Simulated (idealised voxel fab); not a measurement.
Process module heading - voxel wiring stack
Cross-section cut spans 300 nm and uses square cells 5 nm in size.
Cross-section layout: square cells on a grid; listed as bands, top to bottom; a band spans one or more cell rows. Band: top and bottom heights (nm) first, top before bottom; then materials from left to right, widths in nm. "all across" marks a sole material filling the band edge to edge. "empty" denotes empty space. Heights are measured from 0, the level below which the as-received wafer is all one material; the lowest band has no bottom and continues downward, written as in "top 0, no bottom". A width given as "30 to 40" starts at the first number in the band's top row and ends at the second number in its bottom row, shifting by an equal amount at every step from row to row. Key: "no change occurred" - step with no changed cell in the cross-section. Closed empty spaces (no open way to the top) of 8 cells or more are what "Voids, fully enclosed" lists, each as width x height at distance from the left edge, nm for all three. The remark found on a step's line after its settings is issued by the simulator itself and pertains to that step. Regarding "overlay nm": on a step with a mask, it is the distance the mask lay to the right of its planned place; a negative value places it to the left.
Process steps foreseen in the plan:
| 1 | RECEIVE with material Si |
| 2 | CONFORMAL_DEP with material SiO2, thk nm 15 |
| 3 | CONFORMAL_DEP with material SiN, thk nm 5 |
| 4 | DIRECTIONAL_DEP with material SiO2, thk nm 15 |
| 5 | DIRECTIONAL_DEP with material aC, thk nm 10 |
| 6 | PATTERN with tone open, mask id METAL_1, material resist, width nm 30, pitch nm 55, thk nm 25, overlay nm 0 |
| 7 | DIRECTIONAL_ETCH with etch materials aC, depth nm 10 |
| 8 | STRIP with etch materials resist |
| 9 | DIRECTIONAL_ETCH with etch materials SiO2, depth nm 15 |
| 10 | DIRECTIONAL_ETCH with etch materials SiN, depth nm 5 |
| 11 | STRIP with etch materials aC |
| 12 | CONFORMAL_DEP with material TiN, thk nm 5 |
| 13 | FILL_DEP with material Ru, thk nm 10 |
| 14 | CMP with height nm 35 |
| 15 | CONFORMAL_DEP with material SiCN, thk nm 5 |
| 16 | DIRECTIONAL_DEP with material lowk, thk nm 30 |
| 17 | PATTERN with tone open, mask id METAL_2, material resist, width nm 30, pitch nm 55, thk nm 20, overlay nm 0 |
| 18 | DIRECTIONAL_ETCH with etch materials lowk, depth nm 20 |
| 19 | STRIP with etch materials resist |
| 20 | MASKED_ETCH with tone open, mask id METAL_2_HOLES, width nm 15, pitch nm 55, etch materials lowk, depth nm 10, overlay nm 0 |
| 21 | MASKED_ETCH with tone open, mask id METAL_2_HOLES, width nm 15, pitch nm 55, etch materials SiCN, depth nm 5, overlay nm 0 |
| 22 | CONFORMAL_DEP with material TiN, thk nm 5 |
| 23 | FILL_DEP with material Cu, thk nm 10 |
| 24 | CMP with height nm 70 |
| 25 | CONFORMAL_DEP with material SiCN, thk nm 5 |
| 26 | DIRECTIONAL_DEP with material SiO2, thk nm 30 |
| 27 | MASKED_ETCH with tone open, mask id METAL_3_HOLES, width nm 15, pitch nm 55, etch materials SiO2, depth nm 30, overlay nm 0 |
| 28 | MASKED_ETCH with tone open, mask id METAL_3, width nm 30, pitch nm 55, etch materials SiO2, depth nm 20, overlay nm 0 |
| 29 | MASKED_ETCH with tone open, mask id METAL_3, width nm 30, pitch nm 55, etch materials SiCN, depth nm 5, overlay nm 0 |
| 30 | CONFORMAL_DEP with material TiN, thk nm 5 |
| 31 | FILL_DEP with material Cu, thk nm 5 |
| 32 | CMP with height nm 105 |
| 33 | CONFORMAL_DEP with material SiCN, thk nm 5 |
| 34 | DIRECTIONAL_DEP with material lowk, thk nm 30 |
| 35 | MASKED_ETCH with tone open, mask id METAL_4_HOLES, width nm 15, pitch nm 55, etch materials lowk, depth nm 30, overlay nm 0 |
| 36 | DIRECTIONAL_DEP with material aC, thk nm 10 |
| 37 | PATTERN with tone open, mask id METAL_4, material resist, width nm 30, pitch nm 55, thk nm 30, overlay nm 0 |
| 38 | DIRECTIONAL_ETCH with etch materials aC, depth nm 10 |
| 39 | STRIP with etch materials resist |
| 40 | DIRECTIONAL_ETCH with etch materials lowk, depth nm 20 |
| 41 | DIRECTIONAL_ETCH with etch materials SiCN, depth nm 5 |
| 42 | STRIP with etch materials aC |
| 43 | CONFORMAL_DEP with material TiN, thk nm 5 |
| 44 | FILL_DEP with material Cu, thk nm 5 |
| 45 | CMP with height nm 140 |
| 46 | CONFORMAL_DEP with material SiN, thk nm 5 |
Incoming wafer, cross-sectional view, post step 1:
top 0, no bottom: Si all across
Voids, fully enclosed: none
End-of-module cross-section. Starting structure and process plan as above; one mistake made in running it:
top 145, bottom 140: SiN all across
top 140, bottom 125: 80 lowk; 5 TiN; 20 Cu; 5 TiN; 25 lowk; 5 TiN; 20 Cu; 5 TiN; 25 lowk; 5 TiN; 20 Cu; 5 TiN; 80 lowk
top 125, bottom 120: 80 lowk; 5 TiN; 5 Cu; 20 TiN; 25 lowk; 5 TiN; 5 Cu; 20 TiN; 25 lowk; 5 TiN; 5 Cu; 20 TiN; 80 lowk
top 120, bottom 110: 80 lowk; 5 TiN; 5 Cu; 5 TiN; 40 lowk; 5 TiN; 5 Cu; 5 TiN; 40 lowk; 5 TiN; 5 Cu; 5 TiN; 95 lowk
top 110, bottom 105: 80 SiCN; 15 TiN; 40 SiCN; 15 TiN; 40 SiCN; 15 TiN; 95 SiCN
top 105, bottom 90: 80 SiO2; 5 TiN; 20 Cu; 5 TiN; 25 SiO2; 5 TiN; 20 Cu; 5 TiN; 25 SiO2; 5 TiN; 20 Cu; 5 TiN; 80 SiO2
top 90, bottom 85: 80 SiO2; 5 TiN; 5 Cu; 20 TiN; 25 SiO2; 5 TiN; 5 Cu; 20 TiN; 25 SiO2; 5 TiN; 5 Cu; 20 TiN; 80 SiO2
top 85, bottom 75: 80 SiO2; 5 TiN; 5 Cu; 5 TiN; 40 SiO2; 5 TiN; 5 Cu; 5 TiN; 40 SiO2; 5 TiN; 5 Cu; 5 TiN; 95 SiO2
top 75, bottom 70: 80 SiCN; 15 TiN; 40 SiCN; 15 TiN; 40 SiCN; 15 TiN; 95 SiCN
top 70, bottom 55: 80 lowk; 5 TiN; 25 Cu; 5 TiN; 20 lowk; 5 TiN; 25 Cu; 5 TiN; 20 lowk; 5 TiN; 25 Cu; 5 TiN; 75 lowk
top 55, bottom 50: 80 lowk; 5 TiN; 5 Cu; 25 TiN; 20 lowk; 5 TiN; 5 Cu; 25 TiN; 20 lowk; 5 TiN; 5 Cu; 25 TiN; 75 lowk
top 50, bottom 40: 80 lowk; 5 TiN; 5 Cu; 5 TiN; 40 lowk; 5 TiN; 5 Cu; 5 TiN; 40 lowk; 5 TiN; 5 Cu; 5 TiN; 95 lowk
top 40, bottom 35: 80 SiCN; 15 TiN; 40 SiCN; 15 TiN; 40 SiCN; 15 TiN; 95 SiCN
top 35, bottom 20: 80 SiO2; 5 TiN; 20 Ru; 5 TiN; 25 SiO2; 5 TiN; 20 Ru; 5 TiN; 25 SiO2; 5 TiN; 20 Ru; 5 TiN; 80 SiO2
top 20, bottom 15: 80 SiN; 30 TiN; 25 SiN; 30 TiN; 25 SiN; 30 TiN; 80 SiN
top 15, bottom 0: SiO2 all across
top 0, no bottom: Si all across
Voids, fully enclosed: none
Deviation noted in wafer processing: step 17 ran as: PATTERN with tone open, mask id METAL_2, material resist, width nm 35, pitch nm 55, thk nm 20, overlay nm 0
